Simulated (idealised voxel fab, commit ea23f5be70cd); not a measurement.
Documented hereafter: the process module known as voxel air gaps.
Square cell edge 5 nm, section width 200 nm, ID cut.
The cross-sections in this document take the form of a grid made of square cells. They are written out as bands, in order from top to bottom. Each band consists of one or more rows of cells.
In this notation a band is specified by the heights of its top and bottom, in that order and in nm, after which its materials appear from left to right, each paired with its width in nm. The word "everywhere" attached to a single material means that material fills the band from edge to edge; the word "empty" stands for empty space.
Height reference: 0 = level under which incoming wafer is all one material. Lowest band: no bottom, runs on downward, e.g. "0 nm and below".
The two numbers in a width such as "30->40" mark its ends across the band: the first belongs to the top row of cells, the second to the bottom row, and from each row to the next the width moves by the same amount.
Reading "stayed the same" for a step: not a cell of the cross-section changed in it.
This entry, "Voids lacking openings", enumerates those empty regions of no fewer than 8 cells that possess no open connection to the top. Each region is reported in the form width x height at distance, the distance being taken from the left edge, with all three quantities expressed in nm.
Text after the settings on a step's line: the simulator's own remark on that step.
overlay nm: how far to the right of its planned place the mask lay on this masked step (negative: to the left).
Read the rest as pairs. Take the cross-section before one process step, then the cross-section after it, which shows only down to the lowest band that changed. Under the pair, find the step between them and its settings. Bear in mind that pairs may come from different runs of this module on the same starting wafer: link a pair to the pair above it only where its entry headed "Status quo ante" says to.

STATUS QUO ANTE
- 60 nm to 50 nm: empty=30 | Ru=40 | empty=5 | Ru=40 | empty=5 | Ru=40 | empty=40
- 50 nm to 25 nm: empty=40 | TiN=5 | Ru=10 | TiN=5 | empty=25 | TiN=5 | Ru=10 | TiN=5 | empty=25 | TiN=5 | Ru=10 | TiN=5 | empty=50
- 25 nm to 20 nm: empty=40 | TiN=20 | empty=25 | TiN=20 | empty=25 | TiN=20 | empty=50
- 20 nm to 15 nm: SiCN everywhere
- 15 nm to 0 nm: SiO2 everywhere
- 0 nm and below: Si everywhere
- Voids lacking openings: none

POST-PROCESS VIEW
- 65 nm to 60 nm: empty=25 | SiCN=140 | empty=35
- 60 nm to 50 nm: empty=25 | SiCN=5 | Ru=40 | SiCN=5 | Ru=40 | SiCN=5 | Ru=40 | SiCN=5 | empty=35
- 50 nm to 45 nm: empty=25 | SiCN=15 | TiN=5 | Ru=10 | TiN=5 | SiCN=25 | TiN=5 | Ru=10 | TiN=5 | SiCN=25 | TiN=5 | Ru=10 | TiN=5 | SiCN=15 | empty=35
- 45 nm to 25 nm: empty=35 | SiCN=5 | TiN=5 | Ru=10 | TiN=5 | SiCN=5 | empty=15 | SiCN=5 | TiN=5 | Ru=10 | TiN=5 | SiCN=5 | empty=15 | SiCN=5 | TiN=5 | Ru=10 | TiN=5 | SiCN=5 | empty=45
- 25 nm to 20 nm: SiCN=40 | TiN=20 | SiCN=25 | TiN=20 | SiCN=25 | TiN=20 | SiCN=50
- Unchanged below 20.
- Voids lacking openings: 15 x 20 at 65; 15 x 20 at 110
Looking at the two cross-sections above, the step in the middle is CONFORMAL_DEP | material SiCN | thk nm 5

STATUS QUO ANTE
- 0 nm and below: Si everywhere
- Voids lacking openings: none

POST-PROCESS VIEW
- 15 nm to 0 nm: SiCN everywhere
- Unchanged below 0.
- Voids lacking openings: none
Looking at the two cross-sections above, the step in the middle is CONFORMAL_DEP | material SiCN | thk nm 15

Status quo ante: Please consult the pair immediately above; the cross-section it shows after its step is the state before this step.

POST-PROCESS VIEW
- 20 nm to 0 nm: SiCN everywhere
- Unchanged below 0.
- Voids lacking openings: none
Looking at the two cross-sections above, the step in the middle is CONFORMAL_DEP | material SiCN | thk nm 5

Status quo ante: Please consult the pair immediately above; the cross-section it shows after its step is the state before this step.

POST-PROCESS VIEW
- 50 nm to 20 nm: lowk everywhere
- Unchanged below 20.
- Voids lacking openings: none
Looking at the two cross-sections above, the step in the middle is DIRECTIONAL_DEP | material lowk | thk nm 30

Status quo ante: Please consult the pair immediately above; the cross-section it shows after its step is the state before this step.

POST-PROCESS VIEW
- 70 nm to 50 nm: resist=45 | empty=20 | resist=25 | empty=20 | resist=25 | empty=20 | resist=45
- Unchanged below 50.
- Voids lacking openings: none
Looking at the two cross-sections above, the step in the middle is PATTERN | tone open | mask id LINES | material resist | width nm 20 | pitch nm 45 | thk nm 20 | overlay nm 0

Status quo ante: Please consult the pair immediately above; the cross-section it shows after its step is the state before this step.

POST-PROCESS VIEW
- 70 nm to 50 nm: resist=45 | empty=20 | resist=25 | empty=20 | resist=25 | empty=20 | resist=45
- 50 nm to 20 nm: lowk=45 | empty=20 | lowk=25 | empty=20 | lowk=25 | empty=20 | lowk=45
- Unchanged below 20.
- Voids lacking openings: none
Looking at the two cross-sections above, the step in the middle is DIRECTIONAL_ETCH | etch materials lowk | depth nm 30

Status quo ante: Please consult the pair immediately above; the cross-section it shows after its step is the state before this step.

POST-PROCESS VIEW
- 50 nm to 20 nm: lowk=45 | empty=20 | lowk=25 | empty=20 | lowk=25 | empty=20 | lowk=45
- Unchanged below 20.
- Voids lacking openings: none
Looking at the two cross-sections above, the step in the middle is STRIP | etch materials resist

Status quo ante: Please consult the pair immediately above; the cross-section it shows after its step is the state before this step.

POST-PROCESS VIEW
- 55 nm to 50 nm: TiN=50 | empty=10 | TiN=35 | empty=10 | TiN=35 | empty=10 | TiN=50
- 50 nm to 25 nm: lowk=45 | TiN=5 | empty=10 | TiN=5 | lowk=25 | TiN=5 | empty=10 | TiN=5 | lowk=25 | TiN=5 | empty=10 | TiN=5 | lowk=45
- 25 nm to 20 nm: lowk=45 | TiN=20 | lowk=25 | TiN=20 | lowk=25 | TiN=20 | lowk=45
- Unchanged below 20.
- Voids lacking openings: none
Looking at the two cross-sections above, the step in the middle is CONFORMAL_DEP | material TiN | thk nm 5

Status quo ante: Please consult the pair immediately above; the cross-section it shows after its step is the state before this step.

POST-PROCESS VIEW
- 60 nm to 55 nm: Ru everywhere
- 55 nm to 50 nm: TiN=50 | Ru=10 | TiN=35 | Ru=10 | TiN=35 | Ru=10 | TiN=50
- 50 nm to 25 nm: lowk=45 | TiN=5 | Ru=10 | TiN=5 | lowk=25 | TiN=5 | Ru=10 | TiN=5 | lowk=25 | TiN=5 | Ru=10 | TiN=5 | lowk=45
- Unchanged below 25.
- Voids lacking openings: none
Looking at the two cross-sections above, the step in the middle is FILL_DEP | material Ru | thk nm 5

Status quo ante: Please consult the pair immediately above; the cross-section it shows after its step is the state before this step.

POST-PROCESS VIEW
- 50 nm to 25 nm: lowk=45 | TiN=5 | Ru=10 | TiN=5 | lowk=25 | TiN=5 | Ru=10 | TiN=5 | lowk=25 | TiN=5 | Ru=10 | TiN=5 | lowk=45
- Unchanged below 25.
- Voids lacking openings: none
Looking at the two cross-sections above, the step in the middle is CMP | height nm 50

Status quo ante: Please consult the pair immediately above; the cross-section it shows after its step is the state before this step.

POST-PROCESS VIEW
- 60 nm to 50 nm: empty=35 | Ru=40 | empty=5 | Ru=40 | empty=5 | Ru=40 | empty=35
- Unchanged below 50.
- Voids lacking openings: none
Looking at the two cross-sections above, the step in the middle is EPI | material Ru | thk nm 10

Status quo ante: Please consult the pair immediately above; the cross-section it shows after its step is the state before this step.

POST-PROCESS VIEW
- 60 nm to 50 nm: empty=35 | Ru=40 | empty=5 | Ru=40 | empty=5 | Ru=40 | empty=35
- 50 nm to 25 nm: empty=45 | TiN=5 | Ru=10 | TiN=5 | empty=25 | TiN=5 | Ru=10 | TiN=5 | empty=25 | TiN=5 | Ru=10 | TiN=5 | empty=45
- 25 nm to 20 nm: empty=45 | TiN=20 | empty=25 | TiN=20 | empty=25 | TiN=20 | empty=45
- Unchanged below 20.
- Voids lacking openings: none
Looking at the two cross-sections above, the step in the middle is SELECTIVE_ETCH | etch materials lowk | depth nm 40

Status quo ante: Please consult the pair immediately above; the cross-section it shows after its step is the state before this step.

POST-PROCESS VIEW
- 65 nm to 60 nm: empty=30 | SiCN=140 | empty=30
- 60 nm to 50 nm: empty=30 | SiCN=5 | Ru=40 | SiCN=5 | Ru=40 | SiCN=5 | Ru=40 | SiCN=5 | empty=30
- 50 nm to 45 nm: empty=30 | SiCN=15 | TiN=5 | Ru=10 | TiN=5 | SiCN=25 | TiN=5 | Ru=10 | TiN=5 | SiCN=25 | TiN=5 | Ru=10 | TiN=5 | SiCN=15 | empty=30
- 45 nm to 25 nm: empty=40 | SiCN=5 | TiN=5 | Ru=10 | TiN=5 | SiCN=5 | empty=15 | SiCN=5 | TiN=5 | Ru=10 | TiN=5 | SiCN=5 | empty=15 | SiCN=5 | TiN=5 | Ru=10 | TiN=5 | SiCN=5 | empty=40
- 25 nm to 20 nm: SiCN=45 | TiN=20 | SiCN=25 | TiN=20 | SiCN=25 | TiN=20 | SiCN=45
- Unchanged below 20.
- Voids lacking openings: 15 x 20 at 70; 15 x 20 at 115
Looking at the two cross-sections above, the step in the middle is CONFORMAL_DEP | material SiCN | thk nm 5

STATUS QUO ANTE
- 50 nm to 20 nm: lowk everywhere
- 20 nm to 15 nm: SiCN everywhere
- 15 nm to 0 nm: SiO2 everywhere
- 0 nm and below: Si everywhere
- Voids lacking openings: none

POST-PROCESS VIEW
- 70 nm to 50 nm: empty=45 | resist=20 | empty=25 | resist=20 | empty=25 | resist=20 | empty=45
- Unchanged below 50.
- Voids lacking openings: none
Looking at the two cross-sections above, the step in the middle is PATTERN | tone cover | mask id LINES | material resist | width nm 20 | pitch nm 45 | thk nm 20 | overlay nm 0

Status quo ante: Please consult the pair immediately above; the cross-section it shows after its step is the state before this step.

POST-PROCESS VIEW
- 70 nm to 50 nm: empty=45 | resist=20 | empty=25 | resist=20 | empty=25 | resist=20 | empty=45
- 50 nm to 20 nm: empty=45 | lowk=20 | empty=25 | lowk=20 | empty=25 | lowk=20 | empty=45
- Unchanged below 20.
- Voids lacking openings: none
Looking at the two cross-sections above, the step in the middle is DIRECTIONAL_ETCH | etch materials lowk | depth nm 30

Status quo ante: Please consult the pair immediately above; the cross-section it shows after its step is the state before this step.

POST-PROCESS VIEW
- 50 nm to 20 nm: empty=45 | lowk=20 | empty=25 | lowk=20 | empty=25 | lowk=20 | empty=45
- Unchanged below 20.
- Voids lacking openings: none
Looking at the two cross-sections above, the step in the middle is STRIP | etch materials resist

Status quo ante: Please consult the pair immediately above; the cross-section it shows after its step is the state before this step.

POST-PROCESS VIEW
- 55 nm to 50 nm: empty=40 | TiN=30 | empty=15 | TiN=30 | empty=15 | TiN=30 | empty=40
- 50 nm to 25 nm: empty=40 | TiN=5 | lowk=20 | TiN=5 | empty=15 | TiN=5 | lowk=20 | TiN=5 | empty=15 | TiN=5 | lowk=20 | TiN=5 | empty=40
- 25 nm to 20 nm: TiN=45 | lowk=20 | TiN=25 | lowk=20 | TiN=25 | lowk=20 | TiN=45
- Unchanged below 20.
- Voids lacking openings: none
Looking at the two cross-sections above, the step in the middle is CONFORMAL_DEP | material TiN | thk nm 5

Status quo ante: Please consult the pair immediately above; the cross-section it shows after its step is the state before this step.

POST-PROCESS VIEW
- 60 nm to 55 nm: Ru everywhere
- 55 nm to 50 nm: Ru=40 | TiN=30 | Ru=15 | TiN=30 | Ru=15 | TiN=30 | Ru=40
- 50 nm to 25 nm: Ru=40 | TiN=5 | lowk=20 | TiN=5 | Ru=15 | TiN=5 | lowk=20 | TiN=5 | Ru=15 | TiN=5 | lowk=20 | TiN=5 | Ru=40
- Unchanged below 25.
- Voids lacking openings: none
Looking at the two cross-sections above, the step in the middle is FILL_DEP | material Ru | thk nm 5

Status quo ante: Please consult the pair immediately above; the cross-section it shows after its step is the state before this step.

POST-PROCESS VIEW
- 50 nm to 25 nm: Ru=40 | TiN=5 | lowk=20 | TiN=5 | Ru=15 | TiN=5 | lowk=20 | TiN=5 | Ru=15 | TiN=5 | lowk=20 | TiN=5 | Ru=40
- Unchanged below 25.
- Voids lacking openings: none
Looking at the two cross-sections above, the step in the middle is CMP | height nm 50

Status quo ante: Please consult the pair immediately above; the cross-section it shows after its step is the state before this step.

POST-PROCESS VIEW
- 60 nm to 50 nm: Ru everywhere
- Unchanged below 50.
- Voids lacking openings: none
Looking at the two cross-sections above, the step in the middle is EPI | material Ru | thk nm 10

Status quo ante: Please consult the pair immediately above; the cross-section it shows after its step is the state before this step.

POST-PROCESS VIEW
- 65 nm to 60 nm: SiCN everywhere
- Unchanged below 60.
- Voids lacking openings: none
Looking at the two cross-sections above, the step in the middle is CONFORMAL_DEP | material SiCN | thk nm 5
